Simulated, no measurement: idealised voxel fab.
Herein follows the process module entitled voxel gate over fins.
The cross-section on display is named cut; it measures 225 nm wide, and its cells are 5 nm squares.
In what follows, cross-sections appear as grids of square cells, described through bands that run from the top down, where every band is one or more rows of cells.
Basically the band line says how high the top is and how high the bottom is, in nm, and then what's in it from left to right, every material with its width in nm. Empty space shows up as "air", and if a single material carries "throughout" it runs the full band edge to edge.
Basically, 0 is our baseline, since under it the wafer straight out of the box is all one material. The bottom band has no lower end and keeps on going down, so it looks like "top 0, no bottom".
Read "30->40" as a graded width: first number on top, second number at the bottom, same change between each pair of neighbouring rows.
No cell of the cross-section changed in a step that is given as "no change".
The list in "Unvented voids" covers empty spaces of 8 cells or more that cannot reach the top through any open way, and it gives each as width x height at distance; the distance is from the left edge, and width, height and distance are in nm.
Post-settings text on a step line: simulator's own remark regarding the step.
"overlay nm" denotes, for a step that has a mask, the displacement of the mask to the right of its planned place, with negative values corresponding to the left.
**Process steps - plan**
1,op RECEIVE | material Si
2,op CONFORMAL_DEP | material SiN | thk nm 5
3,op DIRECTIONAL_DEP | material aC | thk nm 15
4,op PATTERN | tone cover | mask id FINS | material resist | width nm 15 | pitch nm 40 | thk nm 35 | overlay nm 0
5,op DIRECTIONAL_ETCH | etch materials aC | depth nm 15
6,op STRIP | etch materials resist
7,op DIRECTIONAL_ETCH | etch materials SiN | depth nm 5
8,op DIRECTIONAL_ETCH | etch materials Si | depth nm 35
9,op STRIP | etch materials aC
10,op OXIDIZE | depth nm 5
11,op FILL_DEP | material SiO2 | thk nm 15
12,op CMP | height nm 5
13,op SELECTIVE_ETCH | etch materials SiO2 | depth nm 15
14,op STRIP | etch materials SiN
15,op CONFORMAL_DEP | material HfO2 | thk nm 5
16,op CONFORMAL_DEP | material TiN | thk nm 5
17,op CONFORMAL_DEP | material TiAl | thk nm 5
18,op CONFORMAL_DEP | material TiN | thk nm 5
19,op FILL_DEP | material W | thk nm 10
20,op CMP | height nm 25
21,op CONFORMAL_DEP | material SiCN | thk nm 5
**Wafer cross-section on receipt, i.e. after step 1**
  top 0, no bottom = Si throughout
  Unvented voids: none
**Cross-section at module end, one run error; start and plan unchanged from above**
  top 30, bottom 25 = SiCN throughout
  top 25, bottom 20 = W throughout
  top 20, bottom 15 = W (25) / TiN (175) / W (25)
  top 15, bottom 10 = W (25) / TiN (5) / TiAl (165) / TiN (5) / W (25)
  top 10, bottom 5 = TiN (30) / TiAl (5) / TiN (35) / TiAl (5) / TiN (35) / TiAl (5) / TiN (35) / TiAl (5) / TiN (35) / TiAl (5) / TiN (30)
  top 5, bottom 0 = TiAl (35) / TiN (5) / HfO2 (25) / TiN (5) / TiAl (5) / TiN (5) / HfO2 (25) / TiN (5) / TiAl (5) / TiN (5) / HfO2 (25) / TiN (5) / TiAl (5) / TiN (5) / HfO2 (25) / TiN (5) / TiAl (35)
  top 0, bottom -5 = TiN (40) / HfO2 (5) / Si (15) / HfO2 (5) / TiN (15) / HfO2 (5) / Si (15) / HfO2 (5) / TiN (15) / HfO2 (5) / Si (15) / HfO2 (5) / TiN (15) / HfO2 (5) / Si (15) / HfO2 (5) / TiN (40)
  top -5, bottom -10 = HfO2 (45) / Si (15) / HfO2 (25) / Si (15) / HfO2 (25) / Si (15) / HfO2 (25) / Si (15) / HfO2 (45)
  top -10, bottom -40 = SiO2 (45) / Si (15) / SiO2 (25) / Si (15) / SiO2 (25) / Si (15) / SiO2 (25) / Si (15) / SiO2 (45)
  top -40, no bottom = Si throughout
  Unvented voids: none
Processing error: note that step 4 departed from the planned setting and was carried out as op PATTERN | tone cover | mask id FINS | material resist | width nm 25 | pitch nm 40 | thk nm 35 | overlay nm 0
